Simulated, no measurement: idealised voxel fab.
This section sets out a process module, namely voxel wiring stack.
cross-section cut | 225 nm wide | cells 5 nm
Cross-section format: a grid of square cells, given as bands from top to bottom; each band is one or more rows of cells. Heads up on the band format: heights come first, top then bottom, in nm. After that it's the materials left to right, each with its width in nm. A single material flagged "throughout" fills the whole band edge to edge, and "empty" means there's empty space there. All heights in this document are referenced to 0, defined as the level beneath which the wafer, as received, consists entirely of one material. The lowest band is not bounded below; it extends indefinitely downward and is written in the form "0 -> down". With a width like "30->40", each row of cells in the band differs from the next by the same amount, the top row carrying the first number and the bottom row the second. Step note "nothing different" = no cross-section cell changed. Empty spaces without an open route to the top, at least 8 cells in extent, make up the entry "Enclosed internal voids"; each is given as width x height at distance, where the distance is measured from the left edge, and all are in nm. The remark found on a step's line after its settings is issued by the simulator itself and pertains to that step. "overlay nm", when on a step's line for a step with a mask, measures how far to the right of its planned place the mask lay; a negative measure means to the left.

**These are the steps we planned for the process**
| 1 | RECEIVE | material Si |
| 2 | CONFORMAL_DEP | material SiO2 | thk nm 15 |
| 3 | CONFORMAL_DEP | material SiN | thk nm 5 |
| 4 | DIRECTIONAL_DEP | material lowk | thk nm 20 |
| 5 | MASKED_ETCH | tone open | mask id METAL_1 | width nm 25 | pitch nm 55 | etch materials lowk | depth nm 20 | overlay nm 0 |
| 6 | MASKED_ETCH | tone open | mask id METAL_1 | width nm 25 | pitch nm 55 | etch materials SiN | depth nm 5 | overlay nm 0 |
| 7 | CONFORMAL_DEP | material TiN | thk nm 5 |
| 8 | FILL_DEP | material Cu | thk nm 5 |
| 9 | CMP | height nm 40 |
| 10 | EPI | material Ru | thk nm 5 |
| 11 | FILL_DEP | material SiCN | thk nm 5 |
| 12 | DIRECTIONAL_DEP | material SiO2 | thk nm 20 |
| 13 | MASKED_ETCH | tone open | mask id PLUG_1 | width nm 15 | etch materials SiO2 | depth nm 20 | overlay nm 0 |
| 14 | MASKED_ETCH | tone open | mask id PLUG_1 | width nm 15 | etch materials SiCN | depth nm 5 | overlay nm 0 |
| 15 | CONFORMAL_DEP | material TiN | thk nm 5 |
| 16 | FILL_DEP | material Cu | thk nm 5 |
| 17 | CMP | height nm 70 |
| 18 | DIRECTIONAL_DEP | material TiN | thk nm 5 |
| 19 | DIRECTIONAL_DEP | material W | thk nm 25 |
| 20 | DIRECTIONAL_DEP | material aC | thk nm 10 |
| 21 | PATTERN | tone cover | mask id METAL_2 | material resist | width nm 25 | pitch nm 55 | thk nm 30 | overlay nm 0 |
| 22 | DIRECTIONAL_ETCH | etch materials aC | depth nm 10 |
| 23 | STRIP | etch materials resist |
| 24 | DIRECTIONAL_ETCH | etch materials W | depth nm 25 |
| 25 | DIRECTIONAL_ETCH | etch materials TiN | depth nm 5 |
| 26 | STRIP | etch materials aC |
| 27 | FILL_DEP | material lowk | thk nm 5 |
| 28 | CMP | height nm 100 |
| 29 | CONFORMAL_DEP | material SiCN | thk nm 5 |
| 30 | DIRECTIONAL_DEP | material lowk | thk nm 30 |
| 31 | PATTERN | tone open | mask id METAL_3 | material resist | width nm 25 | pitch nm 55 | thk nm 20 | overlay nm 0 |
| 32 | DIRECTIONAL_ETCH | etch materials lowk | depth nm 15 |
| 33 | STRIP | etch materials resist |
| 34 | MASKED_ETCH | tone open | mask id METAL_3_HOLES | width nm 15 | etch materials lowk | depth nm 15 | overlay nm 0 |
| 35 | MASKED_ETCH | tone open | mask id METAL_3_HOLES | width nm 15 | etch materials SiCN | depth nm 5 | overlay nm 0 |
| 36 | CONFORMAL_DEP | material TiN | thk nm 5 |
| 37 | FILL_DEP | material Cu | thk nm 5 |
| 38 | CMP | height nm 135 |
| 39 | CONFORMAL_DEP | material SiCN | thk nm 5 |
| 40 | DIRECTIONAL_DEP | material lowk | thk nm 15 |
| 41 | MASKED_ETCH | tone open | mask id PLUG_3 | width nm 15 | pitch nm 55 | etch materials lowk | depth nm 15 | overlay nm 0 |
| 42 | MASKED_ETCH | tone open | mask id PLUG_3 | width nm 15 | pitch nm 55 | etch materials SiCN | depth nm 5 | overlay nm 0 |
| 43 | EPI | material Ru | thk nm 10 |
| 44 | EPI | material Ru | thk nm 10 |
| 45 | CONFORMAL_DEP | material SiN | thk nm 5 |
| 46 | DIRECTIONAL_DEP | material SiO2 | thk nm 15 |
| 47 | MASKED_ETCH | tone open | mask id METAL_4 | width nm 25 | pitch nm 55 | etch materials SiO2 | depth nm 15 | overlay nm 0 |
| 48 | MASKED_ETCH | tone open | mask id METAL_4 | width nm 25 | pitch nm 55 | etch materials SiN | depth nm 5 | overlay nm 0 |
| 49 | CONFORMAL_DEP | material TiN | thk nm 5 |
| 50 | FILL_DEP | material Ru | thk nm 5 |
| 51 | CMP | height nm 175 |
| 52 | CONFORMAL_DEP | material SiN | thk nm 5 |

**Received-state cross-section, reflecting completion of step 1**
    0 -> down  Si throughout
    Enclosed internal voids: none

**The following cross-section depicts the wafer upon conclusion of the module. Processing commenced from the starting condition illustrated above and adhered to the plan illustrated above, save for one mistake in execution**
    180 -> 175  SiN throughout
    175 -> 160  SiO2=70, then TiN=5, then Ru=15, then TiN=5, then SiO2=30, then TiN=5, then Ru=15, then TiN=5, then SiO2=75
    160 -> 155  SiN=70, then TiN=25, then SiN=30, then TiN=25, then SiN=75
    155 -> 140  lowk=70, then Ru=15, then lowk=40, then Ru=15, then lowk=85
    140 -> 135  SiCN=70, then Ru=15, then SiCN=40, then Ru=15, then SiCN=85
    135 -> 125  lowk=70, then TiN=5, then Cu=15, then TiN=5, then lowk=30, then TiN=5, then Cu=15, then TiN=5, then lowk=75
    125 -> 120  lowk=70, then TiN=5, then Cu=5, then TiN=15, then lowk=30, then TiN=25, then lowk=75
    120 -> 105  lowk=70, then TiN=5, then Cu=5, then TiN=5, then lowk=140
    105 -> 100  SiCN=70, then TiN=15, then SiCN=140
    100 -> 75  lowk=70, then W=25, then lowk=30, then W=25, then lowk=75
    75 -> 70  lowk=70, then TiN=25, then lowk=30, then TiN=25, then lowk=75
    70 -> 50  SiO2=70, then TiN=5, then Cu=5, then TiN=5, then SiO2=140
    50 -> 45  SiCN=70, then TiN=15, then SiCN=140
    45 -> 40  Ru throughout
    40 -> 35  TiN=75, then Cu=15, then TiN=40, then Cu=15, then TiN=80
    35 -> 20  lowk=70, then TiN=5, then Cu=15, then TiN=5, then lowk=30, then TiN=5, then Cu=15, then TiN=5, then lowk=75
    20 -> 15  lowk=70, then TiN=25, then lowk=30, then TiN=25, then lowk=75
    15 -> 0  SiO2 throughout
    0 -> down  Si throughout
    Enclosed internal voids: none
Heads up, the wafer didn't run the way we planned it: plan step 3 skipped
